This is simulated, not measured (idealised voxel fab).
Proc. module: voxel wiring stack
We display cut, a cross-section 260 nm in width whose square cells are each 5 nm.
We lay out every cross-section as a grid of square cells and spell it out in bands from the top down, where one band means one or more rows of cells. Each band's line starts with the height of the band's top and of its bottom, in nm. Then come its materials from left to right, each with its width in nm. One material with "all across" fills the band from edge to edge. "empty" is empty space. The level at which height equals 0 is the one under which the wafer, as it arrives, is entirely one material. No lower edge exists for the bottom band, which continues downward and is notated as in "0..down". Graded width ("30->40"): value in top row of band = first number; value in bottom row = second number; row-to-row change constant. Take "nothing changed" at face value: in the step it is given for, the cross-section changed in none of its cells. Empty spaces without an open route to the top, at least 8 cells in extent, make up the entry "Unvented cavities"; each is given as width x height at distance, where the distance is measured from the left edge, and all are in nm. What comes after the settings on a step's line is commentary from the simulator itself on that step. "overlay nm", when on a step's line for a step with a mask, measures how far to the right of its planned place the mask lay; a negative measure means to the left.
[These are the steps we planned for the process]
1: RECEIVE | material Si
2: CONFORMAL_DEP | material SiO2 | thk nm 10
3: DIRECTIONAL_DEP | material TiN | thk nm 5
4: DIRECTIONAL_DEP | material W | thk nm 25
5: MASKED_ETCH | tone cover | mask id METAL_1 | width nm 20 | pitch nm 50 | etch materials W | depth nm 25 | overlay nm 0
6: MASKED_ETCH | tone cover | mask id METAL_1 | width nm 20 | pitch nm 50 | etch materials TiN | depth nm 5 | overlay nm 0
7: CONFORMAL_DEP | material SiN | thk nm 5
8: FILL_DEP | material lowk | thk nm 10
9: CMP | height nm 40
10: CONFORMAL_DEP | material SiCN | thk nm 5
11: DIRECTIONAL_DEP | material lowk | thk nm 15
12: MASKED_ETCH | tone open | mask id PLUG_1 | width nm 15 | pitch nm 100 | etch materials lowk | depth nm 15 | overlay nm 0
13: MASKED_ETCH | tone open | mask id PLUG_1 | width nm 15 | pitch nm 100 | etch materials SiCN | depth nm 5 | overlay nm 0
14: CONFORMAL_DEP | material TiN | thk nm 5
15: FILL_DEP | material Cu | thk nm 5
16: CMP | height nm 60
17: CONFORMAL_DEP | material SiCN | thk nm 5
18: DIRECTIONAL_DEP | material SiO2 | thk nm 25
19: DIRECTIONAL_DEP | material aC | thk nm 15
20: PATTERN | tone open | mask id METAL_2 | material resist | width nm 20 | pitch nm 50 | thk nm 30 | overlay nm 0
21: DIRECTIONAL_ETCH | etch materials aC | depth nm 15
22: STRIP | etch materials resist
23: DIRECTIONAL_ETCH | etch materials SiO2 | depth nm 25
24: DIRECTIONAL_ETCH | etch materials SiCN | depth nm 5
25: STRIP | etch materials aC
26: CONFORMAL_DEP | material TiN | thk nm 5
27: FILL_DEP | material Ru | thk nm 10
28: CMP | height nm 90
29: CONFORMAL_DEP | material SiCN | thk nm 5
30: DIRECTIONAL_DEP | material SiO2 | thk nm 20
31: MASKED_ETCH | tone open | mask id PLUG_2 | width nm 15 | pitch nm 50 | etch materials SiO2 | depth nm 20 | overlay nm 0
32: MASKED_ETCH | tone open | mask id PLUG_2 | width nm 15 | pitch nm 50 | etch materials SiCN | depth nm 5 | overlay nm 0
33: CONFORMAL_DEP | material TiN | thk nm 5
34: FILL_DEP | material W | thk nm 5
35: CMP | height nm 115
36: CONFORMAL_DEP | material SiCN | thk nm 5
37: DIRECTIONAL_DEP | material SiO2 | thk nm 20
38: PATTERN | tone open | mask id METAL_3 | material resist | width nm 20 | pitch nm 50 | thk nm 15 | overlay nm 0
39: DIRECTIONAL_ETCH | etch materials SiO2 | depth nm 20
40: DIRECTIONAL_ETCH | etch materials SiCN | depth nm 5
41: STRIP | etch materials resist
42: CONFORMAL_DEP | material TiN | thk nm 5
43: FILL_DEP | material Ru | thk nm 5
44: CMP | height nm 140
45: EPI | material Ru | thk nm 5
46: FILL_DEP | material SiCN | thk nm 5
[The cross-section here shows the wafer as received, i.e. in its state after step 1]
  0..down  Si all across
  Unvented cavities: none
[End state of the module in cross-section, given the above starting point and plan and one mistake in execution]
  150..145  SiCN all across
  145..140  65 nm SiCN, 30 nm Ru, 20 nm SiCN, 30 nm Ru, 20 nm SiCN, 30 nm Ru, 65 nm SiCN
  140..120  70 nm SiO2, 5 nm TiN, 10 nm Ru, 5 nm TiN, 30 nm SiO2, 5 nm TiN, 10 nm Ru, 5 nm TiN, 30 nm SiO2, 5 nm TiN, 10 nm Ru, 5 nm TiN, 70 nm SiO2
  120..115  70 nm SiCN, 20 nm TiN, 30 nm SiCN, 20 nm TiN, 30 nm SiCN, 20 nm TiN, 70 nm SiCN
  115..95  70 nm SiO2, 5 nm TiN, 5 nm W, 5 nm TiN, 35 nm SiO2, 5 nm TiN, 5 nm W, 5 nm TiN, 35 nm SiO2, 5 nm TiN, 5 nm W, 5 nm TiN, 75 nm SiO2
  95..90  70 nm SiCN, 15 nm TiN, 35 nm SiCN, 15 nm TiN, 35 nm SiCN, 15 nm TiN, 75 nm SiCN
  90..65  70 nm SiO2, 5 nm TiN, 10 nm Ru, 5 nm TiN, 30 nm SiO2, 5 nm TiN, 10 nm Ru, 5 nm TiN, 30 nm SiO2, 5 nm TiN, 10 nm Ru, 5 nm TiN, 70 nm SiO2
  65..60  70 nm SiCN, 20 nm TiN, 30 nm SiCN, 20 nm TiN, 30 nm SiCN, 20 nm TiN, 70 nm SiCN
  60..45  70 nm lowk, 5 nm TiN, 5 nm Cu, 5 nm TiN, 85 nm lowk, 5 nm TiN, 5 nm Cu, 5 nm TiN, 75 nm lowk
  45..40  70 nm SiCN, 15 nm TiN, 85 nm SiCN, 15 nm TiN, 75 nm SiCN
  40..20  70 nm W, 5 nm SiN, 10 nm lowk, 5 nm SiN, 30 nm W, 5 nm SiN, 10 nm lowk, 5 nm SiN, 30 nm W, 5 nm SiN, 10 nm lowk, 5 nm SiN, 70 nm W
  20..15  70 nm W, 20 nm SiN, 30 nm W, 20 nm SiN, 30 nm W, 20 nm SiN, 70 nm W
  15..10  TiN all across
  10..0  SiO2 all across
  0..down  Si all across
  Unvented cavities: none
Diagnosis: rather than as planned, step 5 actually ran as MASKED_ETCH | tone open | mask id METAL_1 | width nm 20 | pitch nm 50 | etch materials W | depth nm 25 | overlay nm 0
